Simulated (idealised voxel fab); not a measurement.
process module | voxel transistor to metal
cross-section cut | 180 nm wide | cells 5 nm
A cross-section is a grid of square cells, given in bands from the top down. A band is one or more rows of cells.
Each band's line starts with the height of the band's top and of its bottom, in nm. Then come its materials from left to right, each with its width in nm. One material with "throughout" fills the band from edge to edge. "air" is empty space.
Height 0 is the level under which the wafer as received is all one material. The lowest band goes on downwards, as in "0 down".
A width such as "30 to 40" changes by the same amount from each row of cells to the next, from the band's top row to its bottom row.
"no change" after a step means that no cell of the cross-section changed.
closed voids: empty space of 8 cells or more with no open way to the top, each as width x height at its distance from the left edge, in nm
after a step's settings: what the simulator itself notes on the step
overlay nm, on a step with a mask: how far to the right of its planned place the mask lay; to the left if negative
Each pair below shows a cross-section before one step and the cross-section after it, down to the lowest band that changed. The line under each pair gives the step between them, with its settings. The pairs can come from different runs of this module on the same starting wafer, so a pair continues from the pair above only where its "before" says so.
before
  55 to 25: SiO2 45 | air 15 | SiO2 55 | air 15 | SiO2 50
  25 to 15: SiO2 45 | air 15 | SiO2 10 | SiN 5 | HfO2 5 | TiN 5 | W 5 | TiN 5 | HfO2 5 | SiN 5 | SiO2 10 | air 15 | SiO2 50
  15 to 5: SiO2 70 | SiN 5 | HfO2 5 | TiN 5 | W 5 | TiN 5 | HfO2 5 | SiN 5 | SiO2 75
  5 to 0: SiO2 70 | SiN 5 | HfO2 5 | TiN 15 | HfO2 5 | SiN 5 | SiO2 75
  0 to -5: SiO2 40 | SiGe 30 | HfO2 35 | SiGe 30 | SiO2 45
  -5 to -40: SiO2 45 | Si 85 | SiO2 50
  -40 down: Si throughout
  closed voids: none
after
  60 to 55: TiN 50 | air 5 | TiN 65 | air 5 | TiN 55
  55 to 25: SiO2 45 | TiN 5 | air 5 | TiN 5 | SiO2 55 | TiN 5 | air 5 | TiN 5 | SiO2 50
  25 to 20: SiO2 45 | TiN 5 | air 5 | TiN 5 | SiO2 10 | SiN 5 | HfO2 5 | TiN 5 | W 5 | TiN 5 | HfO2 5 | SiN 5 | SiO2 10 | TiN 5 | air 5 | TiN 5 | SiO2 50
  20 to 15: SiO2 45 | TiN 15 | SiO2 10 | SiN 5 | HfO2 5 | TiN 5 | W 5 | TiN 5 | HfO2 5 | SiN 5 | SiO2 10 | TiN 15 | SiO2 50
  below 15: unchanged
  closed voids: none
the step between: op CONFORMAL_DEP | material TiN | thk nm 5
before: the cross-section after the pair above
after
  70 to 60: Ru throughout
  60 to 55: TiN 50 | Ru 5 | TiN 65 | Ru 5 | TiN 55
  55 to 25: SiO2 45 | TiN 5 | Ru 5 | TiN 5 | SiO2 55 | TiN 5 | Ru 5 | TiN 5 | SiO2 50
  25 to 20: SiO2 45 | TiN 5 | Ru 5 | TiN 5 | SiO2 10 | SiN 5 | HfO2 5 | TiN 5 | W 5 | TiN 5 | HfO2 5 | SiN 5 | SiO2 10 | TiN 5 | Ru 5 | TiN 5 | SiO2 50
  below 20: unchanged
  closed voids: none
the step between: op FILL_DEP | material Ru | thk nm 10
before: the cross-section after the pair above
after
  40 to 25: SiO2 45 | TiN 5 | Ru 5 | TiN 5 | SiO2 55 | TiN 5 | Ru 5 | TiN 5 | SiO2 50
  below 25: unchanged
  closed voids: none
the step between: op CMP | height nm 40
before: the cross-section after the pair above
after
  45 to 40: SiN throughout
  below 40: unchanged
  closed voids: none
the step between: op CONFORMAL_DEP | material SiN | thk nm 5
before: the cross-section after the pair above
after
  70 to 45: SiO2 throughout
  below 45: unchanged
  closed voids: none
the step between: op DIRECTIONAL_DEP | material SiO2 | thk nm 25
before: the cross-section after the pair above
after
  85 to 70: resist 45 | air 15 | resist 55 | air 15 | resist 50
  below 70: unchanged
  closed voids: none
the step between: op PATTERN | tone open | mask id METAL_1 | material resist | width nm 15 | pitch nm 70 | thk nm 15 | overlay nm 0
before: the cross-section after the pair above
after
  85 to 70: resist 45 | air 15 | resist 55 | air 15 | resist 50
  70 to 45: SiO2 45 | air 15 | SiO2 55 | air 15 | SiO2 50
  below 45: unchanged
  closed voids: none
the step between: op DIRECTIONAL_ETCH | etch materials SiO2 | depth nm 25
before: the cross-section after the pair above
after
  85 to 70: resist 45 | air 15 | resist 55 | air 15 | resist 50
  70 to 45: SiO2 45 | air 15 | SiO2 55 | air 15 | SiO2 50
  45 to 40: SiN 45 | air 15 | SiN 55 | air 15 | SiN 50
  below 40: unchanged
  closed voids: none
the step between: op DIRECTIONAL_ETCH | etch materials SiN | depth nm 5
before: the cross-section after the pair above
after
  70 to 45: SiO2 45 | air 15 | SiO2 55 | air 15 | SiO2 50
  below 45: unchanged
  closed voids: none
the step between: op STRIP | etch materials resist
before: the cross-section after the pair above
after
  75 to 70: TiN 50 | air 5 | TiN 65 | air 5 | TiN 55
  70 to 45: SiO2 45 | TiN 5 | air 5 | TiN 5 | SiO2 55 | TiN 5 | air 5 | TiN 5 | SiO2 50
  45 to 40: SiN 45 | TiN 15 | SiN 55 | TiN 15 | SiN 50
  below 40: unchanged
  closed voids: none
the step between: op CONFORMAL_DEP | material TiN | thk nm 5
before: the cross-section after the pair above
after
  85 to 75: Cu throughout
  75 to 70: TiN 50 | Cu 5 | TiN 65 | Cu 5 | TiN 55
  70 to 45: SiO2 45 | TiN 5 | Cu 5 | TiN 5 | SiO2 55 | TiN 5 | Cu 5 | TiN 5 | SiO2 50
  below 45: unchanged
  closed voids: none
the step between: op FILL_DEP | material Cu | thk nm 10
before: the cross-section after the pair above
after
  70 to 45: SiO2 45 | TiN 5 | Cu 5 | TiN 5 | SiO2 55 | TiN 5 | Cu 5 | TiN 5 | SiO2 50
  below 45: unchanged
  closed voids: none
the step between: op CMP | height nm 70
before: the cross-section after the pair above
after
  75 to 70: SiCN throughout
  below 70: unchanged
  closed voids: none
the step between: op CONFORMAL_DEP | material SiCN | thk nm 5
before: the cross-section after the pair above
after
  105 to 75: SiO2 throughout
  below 75: unchanged
  closed voids: none
the step between: op DIRECTIONAL_DEP | material SiO2 | thk nm 30
before: the cross-section after the pair above
after
  115 to 105: aC throughout
  below 105: unchanged
  closed voids: none
the step between: op DIRECTIONAL_DEP | material aC | thk nm 10
before: the cross-section after the pair above
after
  140 to 115: resist 45 | air 15 | resist 55 | air 15 | resist 50
  below 115: unchanged
  closed voids: none
the step between: op PATTERN | tone open | mask id METAL_2 | material resist | width nm 15 | pitch nm 70 | thk nm 25 | overlay nm 0
before: the cross-section after the pair above
after
  130 to 115: resist 45 | air 15 | resist 55 | air 15 | resist 50
  115 to 105: aC 45 | air 15 | aC 55 | air 15 | aC 50
  below 105: unchanged
  closed voids: none
the step between: op DIRECTIONAL_ETCH | etch materials aC | depth nm 10
before: the cross-section after the pair above
after
  115 to 105: aC 45 | air 15 | aC 55 | air 15 | aC 50
  below 105: unchanged
  closed voids: none
the step between: op STRIP | etch materials resist
before: the cross-section after the pair above
after
  115 to 105: aC 45 | air 15 | aC 55 | air 15 | aC 50
  105 to 90: SiO2 45 | air 15 | SiO2 55 | air 15 | SiO2 50
  below 90: unchanged
  closed voids: none
the step between: op DIRECTIONAL_ETCH | etch materials SiO2 | depth nm 15
before: the cross-section after the pair above
after
  105 to 90: SiO2 45 | air 15 | SiO2 55 | air 15 | SiO2 50
  below 90: unchanged
  closed voids: none
the step between: op STRIP | etch materials aC
before: the cross-section after the pair above
after
  120 to 105: aC 45 | air 15 | aC 55 | air 15 | aC 50
  105 to 90: SiO2 45 | aC 15 | SiO2 55 | aC 15 | SiO2 50
  below 90: unchanged
  closed voids: none
the step between: op DIRECTIONAL_DEP | material aC | thk nm 15
before: the cross-section after the pair above
after
  150 to 120: resist 45 | air 15 | resist 55 | air 15 | resist 50
  below 120: unchanged
  closed voids: none
the step between: op PATTERN | tone open | mask id METAL_2_HOLES | material resist | width nm 15 | pitch nm 70 | thk nm 30 | overlay nm 0
before: the cross-section after the pair above
after
  135 to 120: resist 45 | air 15 | resist 55 | air 15 | resist 50
  120 to 105: aC 45 | air 15 | aC 55 | air 15 | aC 50
  105 to 90: SiO2 45 | air 15 | SiO2 55 | air 15 | SiO2 50
  below 90: unchanged
  closed voids: none
the step between: op DIRECTIONAL_ETCH | etch materials aC | depth nm 15
before: the cross-section after the pair above
after
  120 to 105: aC 45 | air 15 | aC 55 | air 15 | aC 50
  below 105: unchanged
  closed voids: none
the step between: op STRIP | etch materials resist
before: the cross-section after the pair above
after
  120 to 105: aC 45 | air 15 | aC 55 | air 15 | aC 50
  105 to 75: SiO2 45 | air 15 | SiO2 55 | air 15 | SiO2 50
  below 75: unchanged
  closed voids: none
the step between: op DIRECTIONAL_ETCH | etch materials SiO2 | depth nm 15
before: the cross-section after the pair above
after
  120 to 105: aC 45 | air 15 | aC 55 | air 15 | aC 50
  105 to 75: SiO2 45 | air 15 | SiO2 55 | air 15 | SiO2 50
  75 to 70: SiCN 45 | air 15 | SiCN 55 | air 15 | SiCN 50
  below 70: unchanged
  closed voids: none
the step between: op DIRECTIONAL_ETCH | etch materials SiCN | depth nm 5
before: the cross-section after the pair above
after
  105 to 75: SiO2 45 | air 15 | SiO2 55 | air 15 | SiO2 50
  below 75: unchanged
  closed voids: none
the step between: op STRIP | etch materials aC
before: the cross-section after the pair above
after
  110 to 105: TiN 50 | air 5 | TiN 65 | air 5 | TiN 55
  105 to 75: SiO2 45 | TiN 5 | air 5 | TiN 5 | SiO2 55 | TiN 5 | air 5 | TiN 5 | SiO2 50
  75 to 70: SiCN 45 | TiN 15 | SiCN 55 | TiN 15 | SiCN 50
  below 70: unchanged
  closed voids: none
the step between: op CONFORMAL_DEP | material TiN | thk nm 5
before: the cross-section after the pair above
after
  120 to 110: Cu throughout
  110 to 105: TiN 50 | Cu 5 | TiN 65 | Cu 5 | TiN 55
  105 to 75: SiO2 45 | TiN 5 | Cu 5 | TiN 5 | SiO2 55 | TiN 5 | Cu 5 | TiN 5 | SiO2 50
  below 75: unchanged
  closed voids: none
the step between: op FILL_DEP | material Cu | thk nm 10
before: the cross-section after the pair above
after
  105 to 75: SiO2 45 | TiN 5 | Cu 5 | TiN 5 | SiO2 55 | TiN 5 | Cu 5 | TiN 5 | SiO2 50
  below 75: unchanged
  closed voids: none
the step between: op CMP | height nm 105
before: the cross-section after the pair above
after
  110 to 105: SiCN throughout
  below 105: unchanged
  closed voids: none
the step between: op CONFORMAL_DEP | material SiCN | thk nm 5
before
  30 to 25: air 70 | SiN 5 | air 25 | SiN 5 | air 75
  25 to 0: SiO2 70 | SiN 5 | air 25 | SiN 5 | SiO2 75
  0 to -5: SiO2 40 | SiGe 30 | air 35 | SiGe 30 | SiO2 45
  -5 to -40: SiO2 45 | Si 85 | SiO2 50
  -40 down: Si throughout
  closed voids: none
after
  35 to 30: air 65 | TiN 15 | air 15 | TiN 15 | air 70
  30 to 25: TiN 70 | SiN 5 | TiN 5 | air 15 | TiN 5 | SiN 5 | TiN 75
  25 to 0: SiO2 70 | SiN 5 | TiN 5 | air 15 | TiN 5 | SiN 5 | SiO2 75
  0 to -5: SiO2 40 | SiGe 30 | TiN 35 | SiGe 30 | SiO2 45
  below -5: unchanged
  closed voids: none
the step between: op CONFORMAL_DEP | material TiN | thk nm 5
before: the cross-section after the pair above
after
  40 to 35: air 60 | HfO2 25 | air 5 | HfO2 25 | air 65
  35 to 30: HfO2 65 | TiN 15 | HfO2 5 | air 5 | HfO2 5 | TiN 15 | HfO2 70
  30 to 25: TiN 70 | SiN 5 | TiN 5 | HfO2 5 | air 5 | HfO2 5 | TiN 5 | SiN 5 | TiN 75
  25 to 5: SiO2 70 | SiN 5 | TiN 5 | HfO2 5 | air 5 | HfO2 5 | TiN 5 | SiN 5 | SiO2 75
  5 to 0: SiO2 70 | SiN 5 | TiN 5 | HfO2 15 | TiN 5 | SiN 5 | SiO2 75
  below 0: unchanged
  closed voids: none
the step between: op CONFORMAL_DEP | material HfO2 | thk nm 5
before: the cross-section after the pair above
after
  50 to 40: W throughout
  40 to 35: W 60 | HfO2 25 | W 5 | HfO2 25 | W 65
  35 to 30: HfO2 65 | TiN 15 | HfO2 5 | W 5 | HfO2 5 | TiN 15 | HfO2 70
  30 to 25: TiN 70 | SiN 5 | TiN 5 | HfO2 5 | W 5 | HfO2 5 | TiN 5 | SiN 5 | TiN 75
  25 to 5: SiO2 70 | SiN 5 | TiN 5 | HfO2 5 | W 5 | HfO2 5 | TiN 5 | SiN 5 | SiO2 75
  below 5: unchanged
  closed voids: none
the step between: op FILL_DEP | material W | thk nm 10
before: the cross-section after the pair above
after
  25 to 5: SiO2 70 | SiN 5 | TiN 5 | HfO2 5 | W 5 | HfO2 5 | TiN 5 | SiN 5 | SiO2 75
  below 5: unchanged
  closed voids: none
the step between: op CMP | height nm 25
before: the cross-section after the pair above
after
  40 to 25: SiO2 throughout
  below 25: unchanged
  closed voids: none
the step between: op DIRECTIONAL_DEP | material SiO2 | thk nm 15
before: the cross-section after the pair above
after
  55 to 40: resist 45 | air 15 | resist 55 | air 15 | resist 50
  below 40: unchanged
  closed voids: none
the step between: op PATTERN | tone open | mask id CONTACT | material resist | width nm 15 | pitch nm 70 | thk nm 15 | overlay nm 0
before: the cross-section after the pair above
after
  55 to 40: resist 45 | air 15 | resist 55 | air 15 | resist 50
  40 to 25: SiO2 45 | air 15 | SiO2 55 | air 15 | SiO2 50
  25 to 5: SiO2 45 | air 15 | SiO2 10 | SiN 5 | TiN 5 | HfO2 5 | W 5 | HfO2 5 | TiN 5 | SiN 5 | SiO2 10 | air 15 | SiO2 50
  5 to 0: SiO2 45 | air 15 | SiO2 10 | SiN 5 | TiN 5 | HfO2 15 | TiN 5 | SiN 5 | SiO2 10 | air 15 | SiO2 50
  below 0: unchanged
  closed voids: none
the step between: op DIRECTIONAL_ETCH | etch materials SiO2 | depth nm 40
before: the cross-section after the pair above
after
  40 to 25: SiO2 45 | air 15 | SiO2 55 | air 15 | SiO2 50
  below 25: unchanged
  closed voids: none
the step between: op STRIP | etch materials resist
before: the cross-section after the pair above
after
  45 to 40: TiN 50 | air 5 | TiN 65 | air 5 | TiN 55
  40 to 25: SiO2 45 | TiN 5 | air 5 | TiN 5 | SiO2 55 | TiN 5 | air 5 | TiN 5 | SiO2 50
  25 to 5: SiO2 45 | TiN 5 | air 5 | TiN 5 | SiO2 10 | SiN 5 | TiN 5 | HfO2 5 | W 5 | HfO2 5 | TiN 5 | SiN 5 | SiO2 10 | TiN 5 | air 5 | TiN 5 | SiO2 50
  5 to 0: SiO2 45 | TiN 15 | SiO2 10 | SiN 5 | TiN 5 | HfO2 15 | TiN 5 | SiN 5 | SiO2 10 | TiN 15 | SiO2 50
  below 0: unchanged
  closed voids: none
the step between: op CONFORMAL_DEP | material TiN | thk nm 5
before: the cross-section after the pair above
after
  55 to 45: Ru throughout
  45 to 40: TiN 50 | Ru 5 | TiN 65 | Ru 5 | TiN 55
  40 to 25: SiO2 45 | TiN 5 | Ru 5 | TiN 5 | SiO2 55 | TiN 5 | Ru 5 | TiN 5 | SiO2 50
  25 to 5: SiO2 45 | TiN 5 | Ru 5 | TiN 5 | SiO2 10 | SiN 5 | TiN 5 | HfO2 5 | W 5 | HfO2 5 | TiN 5 | SiN 5 | SiO2 10 | TiN 5 | Ru 5 | TiN 5 | SiO2 50
  below 5: unchanged
  closed voids: none
the step between: op FILL_DEP | material Ru | thk nm 10
before: the cross-section after the pair above
after
  40 to 25: SiO2 45 | TiN 5 | Ru 5 | TiN 5 | SiO2 55 | TiN 5 | Ru 5 | TiN 5 | SiO2 50
  below 25: unchanged
  closed voids: none
the step between: op CMP | height nm 40
before: the cross-section after the pair above
after
  45 to 40: SiN throughout
  below 40: unchanged
  closed voids: none
the step between: op CONFORMAL_DEP | material SiN | thk nm 5
before: the cross-section after the pair above
after
  70 to 45: SiO2 throughout
  below 45: unchanged
  closed voids: none
the step between: op DIRECTIONAL_DEP | material SiO2 | thk nm 25
before: the cross-section after the pair above
after
  85 to 70: resist 45 | air 15 | resist 55 | air 15 | resist 50
  below 70: unchanged
  closed voids: none
the step between: op PATTERN | tone open | mask id METAL_1 | material resist | width nm 15 | pitch nm 70 | thk nm 15 | overlay nm 0
before: the cross-section after the pair above
after
  85 to 70: resist 45 | air 15 | resist 55 | air 15 | resist 50
  70 to 45: SiO2 45 | air 15 | SiO2 55 | air 15 | SiO2 50
  below 45: unchanged
  closed voids: none
the step between: op DIRECTIONAL_ETCH | etch materials SiO2 | depth nm 25
before: the cross-section after the pair above
after
  85 to 70: resist 45 | air 15 | resist 55 | air 15 | resist 50
  70 to 45: SiO2 45 | air 15 | SiO2 55 | air 15 | SiO2 50
  45 to 40: SiN 45 | air 15 | SiN 55 | air 15 | SiN 50
  below 40: unchanged
  closed voids: none
the step between: op DIRECTIONAL_ETCH | etch materials SiN | depth nm 5
before: the cross-section after the pair above
after
  70 to 45: SiO2 45 | air 15 | SiO2 55 | air 15 | SiO2 50
  below 45: unchanged
  closed voids: none
the step between: op STRIP | etch materials resist
before: the cross-section after the pair above
after
  75 to 70: TiN 50 | air 5 | TiN 65 | air 5 | TiN 55
  70 to 45: SiO2 45 | TiN 5 | air 5 | TiN 5 | SiO2 55 | TiN 5 | air 5 | TiN 5 | SiO2 50
  45 to 40: SiN 45 | TiN 15 | SiN 55 | TiN 15 | SiN 50
  below 40: unchanged
  closed voids: none
the step between: op CONFORMAL_DEP | material TiN | thk nm 5
before: the cross-section after the pair above
after
  85 to 75: Cu throughout
  75 to 70: TiN 50 | Cu 5 | TiN 65 | Cu 5 | TiN 55
  70 to 45: SiO2 45 | TiN 5 | Cu 5 | TiN 5 | SiO2 55 | TiN 5 | Cu 5 | TiN 5 | SiO2 50
  below 45: unchanged
  closed voids: none
the step between: op FILL_DEP | material Cu | thk nm 10
before: the cross-section after the pair above
after
  70 to 45: SiO2 45 | TiN 5 | Cu 5 | TiN 5 | SiO2 55 | TiN 5 | Cu 5 | TiN 5 | SiO2 50
  below 45: unchanged
  closed voids: none
the step between: op CMP | height nm 70
before: the cross-section after the pair above
after
  75 to 70: SiCN throughout
  below 70: unchanged
  closed voids: none
the step between: op CONFORMAL_DEP | material SiCN | thk nm 5
before: the cross-section after the pair above
after
  105 to 75: SiO2 throughout
  below 75: unchanged
  closed voids: none
the step between: op DIRECTIONAL_DEP | material SiO2 | thk nm 30
before: the cross-section after the pair above
after
  115 to 105: aC throughout
  below 105: unchanged
  closed voids: none
the step between: op DIRECTIONAL_DEP | material aC | thk nm 10
before: the cross-section after the pair above
after
  140 to 115: resist 45 | air 15 | resist 55 | air 15 | resist 50
  below 115: unchanged
  closed voids: none
the step between: op PATTERN | tone open | mask id METAL_2 | material resist | width nm 15 | pitch nm 70 | thk nm 25 | overlay nm 0
before: the cross-section after the pair above
after
  130 to 115: resist 45 | air 15 | resist 55 | air 15 | resist 50
  115 to 105: aC 45 | air 15 | aC 55 | air 15 | aC 50
  below 105: unchanged
  closed voids: none
the step between: op DIRECTIONAL_ETCH | etch materials aC | depth nm 10
before: the cross-section after the pair above
after
  115 to 105: aC 45 | air 15 | aC 55 | air 15 | aC 50
  below 105: unchanged
  closed voids: none
the step between: op STRIP | etch materials resist
before: the cross-section after the pair above
after
  115 to 105: aC 45 | air 15 | aC 55 | air 15 | aC 50
  105 to 90: SiO2 45 | air 15 | SiO2 55 | air 15 | SiO2 50
  below 90: unchanged
  closed voids: none
the step between: op DIRECTIONAL_ETCH | etch materials SiO2 | depth nm 15
before: the cross-section after the pair above
after
  105 to 90: SiO2 45 | air 15 | SiO2 55 | air 15 | SiO2 50
  below 90: unchanged
  closed voids: none
the step between: op STRIP | etch materials aC
before: the cross-section after the pair above
after
  120 to 105: aC 45 | air 15 | aC 55 | air 15 | aC 50
  105 to 90: SiO2 45 | aC 15 | SiO2 55 | aC 15 | SiO2 50
  below 90: unchanged
  closed voids: none
the step between: op DIRECTIONAL_DEP | material aC | thk nm 15
before: the cross-section after the pair above
after
  150 to 120: resist 45 | air 15 | resist 55 | air 15 | resist 50
  below 120: unchanged
  closed voids: none
the step between: op PATTERN | tone open | mask id METAL_2_HOLES | material resist | width nm 15 | pitch nm 70 | thk nm 30 | overlay nm 0
before: the cross-section after the pair above
after
  135 to 120: resist 45 | air 15 | resist 55 | air 15 | resist 50
  120 to 105: aC 45 | air 15 | aC 55 | air 15 | aC 50
  105 to 90: SiO2 45 | air 15 | SiO2 55 | air 15 | SiO2 50
  below 90: unchanged
  closed voids: none
the step between: op DIRECTIONAL_ETCH | etch materials aC | depth nm 15
before: the cross-section after the pair above
after
  120 to 105: aC 45 | air 15 | aC 55 | air 15 | aC 50
  below 105: unchanged
  closed voids: none
the step between: op STRIP | etch materials resist
before: the cross-section after the pair above
after
  120 to 105: aC 45 | air 15 | aC 55 | air 15 | aC 50
  105 to 75: SiO2 45 | air 15 | SiO2 55 | air 15 | SiO2 50
  below 75: unchanged
  closed voids: none
the step between: op DIRECTIONAL_ETCH | etch materials SiO2 | depth nm 15
before: the cross-section after the pair above
after
  120 to 105: aC 45 | air 15 | aC 55 | air 15 | aC 50
  105 to 75: SiO2 45 | air 15 | SiO2 55 | air 15 | SiO2 50
  75 to 70: SiCN 45 | air 15 | SiCN 55 | air 15 | SiCN 50
  below 70: unchanged
  closed voids: none
the step between: op DIRECTIONAL_ETCH | etch materials SiCN | depth nm 5
before: the cross-section after the pair above
after
  105 to 75: SiO2 45 | air 15 | SiO2 55 | air 15 | SiO2 50
  below 75: unchanged
  closed voids: none
the step between: op STRIP | etch materials aC
before: the cross-section after the pair above
after
  110 to 105: TiN 50 | air 5 | TiN 65 | air 5 | TiN 55
  105 to 75: SiO2 45 | TiN 5 | air 5 | TiN 5 | SiO2 55 | TiN 5 | air 5 | TiN 5 | SiO2 50
  75 to 70: SiCN 45 | TiN 15 | SiCN 55 | TiN 15 | SiCN 50
  below 70: unchanged
  closed voids: none
the step between: op CONFORMAL_DEP | material TiN | thk nm 5
before: the cross-section after the pair above
after
  120 to 110: Cu throughout
  110 to 105: TiN 50 | Cu 5 | TiN 65 | Cu 5 | TiN 55
  105 to 75: SiO2 45 | TiN 5 | Cu 5 | TiN 5 | SiO2 55 | TiN 5 | Cu 5 | TiN 5 | SiO2 50
  below 75: unchanged
  closed voids: none
the step between: op FILL_DEP | material Cu | thk nm 10
before: the cross-section after the pair above
after
  105 to 75: SiO2 45 | TiN 5 | Cu 5 | TiN 5 | SiO2 55 | TiN 5 | Cu 5 | TiN 5 | SiO2 50
  below 75: unchanged
  closed voids: none
the step between: op CMP | height nm 105
before: the cross-section after the pair above
after
  110 to 105: SiCN throughout
  below 105: unchanged
  closed voids: none
the step between: op CONFORMAL_DEP | material SiCN | thk nm 5
before
  45 to 40: SiN throughout
  40 to 25: SiO2 45 | TiN 5 | Ru 5 | TiN 5 | SiO2 55 | TiN 5 | Ru 5 | TiN 5 | SiO2 50
  25 to 5: SiO2 45 | TiN 5 | Ru 5 | TiN 5 | SiO2 10 | SiN 5 | HfO2 5 | TiN 5 | W 5 | TiN 5 | HfO2 5 | SiN 5 | SiO2 10 | TiN 5 | Ru 5 | TiN 5 | SiO2 50
  5 to 0: SiO2 45 | TiN 15 | SiO2 10 | SiN 5 | HfO2 5 | TiN 15 | HfO2 5 | SiN 5 | SiO2 10 | TiN 15 | SiO2 50
  0 to -5: SiO2 40 | SiGe 30 | HfO2 35 | SiGe 30 | SiO2 45
  -5 to -40: SiO2 45 | Si 85 | SiO2 50
  -40 down: Si throughout
  closed voids: none
after
  65 to 45: SiO2 throughout
  below 45: unchanged
  closed voids: none
the step between: op DIRECTIONAL_DEP | material SiO2 | thk nm 20
before: the cross-section after the pair above
after
  80 to 65: resist 45 | air 15 | resist 55 | air 15 | resist 50
  below 65: unchanged
  closed voids: none
the step between: op PATTERN | tone open | mask id METAL_1 | material resist | width nm 15 | pitch nm 70 | thk nm 15 | overlay nm 0
before: the cross-section after the pair above
after
  80 to 65: resist 45 | air 15 | resist 55 | air 15 | resist 50
  65 to 45: SiO2 45 | air 15 | SiO2 55 | air 15 | SiO2 50
  below 45: unchanged
  closed voids: none
the step between: op DIRECTIONAL_ETCH | etch materials SiO2 | depth nm 25
before: the cross-section after the pair above
after
  80 to 65: resist 45 | air 15 | resist 55 | air 15 | resist 50
  65 to 45: SiO2 45 | air 15 | SiO2 55 | air 15 | SiO2 50
  45 to 40: SiN 45 | air 15 | SiN 55 | air 15 | SiN 50
  below 40: unchanged
  closed voids: none
the step between: op DIRECTIONAL_ETCH | etch materials SiN | depth nm 5
before: the cross-section after the pair above
after
  65 to 45: SiO2 45 | air 15 | SiO2 55 | air 15 | SiO2 50
  below 45: unchanged
  closed voids: none
the step between: op STRIP | etch materials resist
before: the cross-section after the pair above
after
  70 to 65: TiN 50 | air 5 | TiN 65 | air 5 | TiN 55
  65 to 45: SiO2 45 | TiN 5 | air 5 | TiN 5 | SiO2 55 | TiN 5 | air 5 | TiN 5 | SiO2 50
  45 to 40: SiN 45 | TiN 15 | SiN 55 | TiN 15 | SiN 50
  below 40: unchanged
  closed voids: none
the step between: op CONFORMAL_DEP | material TiN | thk nm 5
before: the cross-section after the pair above
after
  80 to 70: Cu throughout
  70 to 65: TiN 50 | Cu 5 | TiN 65 | Cu 5 | TiN 55
  65 to 45: SiO2 45 | TiN 5 | Cu 5 | TiN 5 | SiO2 55 | TiN 5 | Cu 5 | TiN 5 | SiO2 50
  below 45: unchanged
  closed voids: none
the step between: op FILL_DEP | material Cu | thk nm 10
before: the cross-section after the pair above
after
  70 to 65: TiN 50 | Cu 5 | TiN 65 | Cu 5 | TiN 55
  below 65: unchanged
  closed voids: none
the step between: op CMP | height nm 70
before: the cross-section after the pair above
after
  75 to 70: SiCN throughout
  below 70: unchanged
  closed voids: none
the step between: op CONFORMAL_DEP | material SiCN | thk nm 5
before: the cross-section after the pair above
after
  105 to 75: SiO2 throughout
  below 75: unchanged
  closed voids: none
the step between: op DIRECTIONAL_DEP | material SiO2 | thk nm 30
before: the cross-section after the pair above
after
  115 to 105: aC throughout
  below 105: unchanged
  closed voids: none
the step between: op DIRECTIONAL_DEP | material aC | thk nm 10
before: the cross-section after the pair above
after
  140 to 115: resist 45 | air 15 | resist 55 | air 15 | resist 50
  below 115: unchanged
  closed voids: none
the step between: op PATTERN | tone open | mask id METAL_2 | material resist | width nm 15 | pitch nm 70 | thk nm 25 | overlay nm 0
before: the cross-section after the pair above
after
  130 to 115: resist 45 | air 15 | resist 55 | air 15 | resist 50
  115 to 105: aC 45 | air 15 | aC 55 | air 15 | aC 50
  below 105: unchanged
  closed voids: none
the step between: op DIRECTIONAL_ETCH | etch materials aC | depth nm 10
before: the cross-section after the pair above
after
  115 to 105: aC 45 | air 15 | aC 55 | air 15 | aC 50
  below 105: unchanged
  closed voids: none
the step between: op STRIP | etch materials resist
before: the cross-section after the pair above
after
  115 to 105: aC 45 | air 15 | aC 55 | air 15 | aC 50
  105 to 90: SiO2 45 | air 15 | SiO2 55 | air 15 | SiO2 50
  below 90: unchanged
  closed voids: none
the step between: op DIRECTIONAL_ETCH | etch materials SiO2 | depth nm 15
before: the cross-section after the pair above
after
  105 to 90: SiO2 45 | air 15 | SiO2 55 | air 15 | SiO2 50
  below 90: unchanged
  closed voids: none
the step between: op STRIP | etch materials aC
before: the cross-section after the pair above
after
  120 to 105: aC 45 | air 15 | aC 55 | air 15 | aC 50
  105 to 90: SiO2 45 | aC 15 | SiO2 55 | aC 15 | SiO2 50
  below 90: unchanged
  closed voids: none
the step between: op DIRECTIONAL_DEP | material aC | thk nm 15
before: the cross-section after the pair above
after
  150 to 120: resist 45 | air 15 | resist 55 | air 15 | resist 50
  below 120: unchanged
  closed voids: none
the step between: op PATTERN | tone open | mask id METAL_2_HOLES | material resist | width nm 15 | pitch nm 70 | thk nm 30 | overlay nm 0
before: the cross-section after the pair above
after
  135 to 120: resist 45 | air 15 | resist 55 | air 15 | resist 50
  120 to 105: aC 45 | air 15 | aC 55 | air 15 | aC 50
  105 to 90: SiO2 45 | air 15 | SiO2 55 | air 15 | SiO2 50
  below 90: unchanged
  closed voids: none
the step between: op DIRECTIONAL_ETCH | etch materials aC | depth nm 15
before: the cross-section after the pair above
after
  120 to 105: aC 45 | air 15 | aC 55 | air 15 | aC 50
  below 105: unchanged
  closed voids: none
the step between: op STRIP | etch materials resist
before: the cross-section after the pair above
after
  120 to 105: aC 45 | air 15 | aC 55 | air 15 | aC 50
  105 to 75: SiO2 45 | air 15 | SiO2 55 | air 15 | SiO2 50
  below 75: unchanged
  closed voids: none
the step between: op DIRECTIONAL_ETCH | etch materials SiO2 | depth nm 15
before: the cross-section after the pair above
after
  120 to 105: aC 45 | air 15 | aC 55 | air 15 | aC 50
  105 to 75: SiO2 45 | air 15 | SiO2 55 | air 15 | SiO2 50
  75 to 70: SiCN 45 | air 15 | SiCN 55 | air 15 | SiCN 50
  below 70: unchanged
  closed voids: none
the step between: op DIRECTIONAL_ETCH | etch materials SiCN | depth nm 5
before: the cross-section after the pair above
after
  105 to 75: SiO2 45 | air 15 | SiO2 55 | air 15 | SiO2 50
  below 75: unchanged
  closed voids: none
the step between: op STRIP | etch materials aC
before: the cross-section after the pair above
after
  110 to 105: TiN 50 | air 5 | TiN 65 | air 5 | TiN 55
  105 to 75: SiO2 45 | TiN 5 | air 5 | TiN 5 | SiO2 55 | TiN 5 | air 5 | TiN 5 | SiO2 50
  75 to 70: SiCN 45 | TiN 15 | SiCN 55 | TiN 15 | SiCN 50
  below 70: unchanged
  closed voids: none
the step between: op CONFORMAL_DEP | material TiN | thk nm 5
before: the cross-section after the pair above
after
  120 to 110: Cu throughout
  110 to 105: TiN 50 | Cu 5 | TiN 65 | Cu 5 | TiN 55
  105 to 75: SiO2 45 | TiN 5 | Cu 5 | TiN 5 | SiO2 55 | TiN 5 | Cu 5 | TiN 5 | SiO2 50
  below 75: unchanged
  closed voids: none
the step between: op FILL_DEP | material Cu | thk nm 10
before: the cross-section after the pair above
after
  105 to 75: SiO2 45 | TiN 5 | Cu 5 | TiN 5 | SiO2 55 | TiN 5 | Cu 5 | TiN 5 | SiO2 50
  below 75: unchanged
  closed voids: none
the step between: op CMP | height nm 105
before: the cross-section after the pair above
after
  110 to 105: SiCN throughout
  below 105: unchanged
  closed voids: none
the step between: op CONFORMAL_DEP | material SiCN | thk nm 5
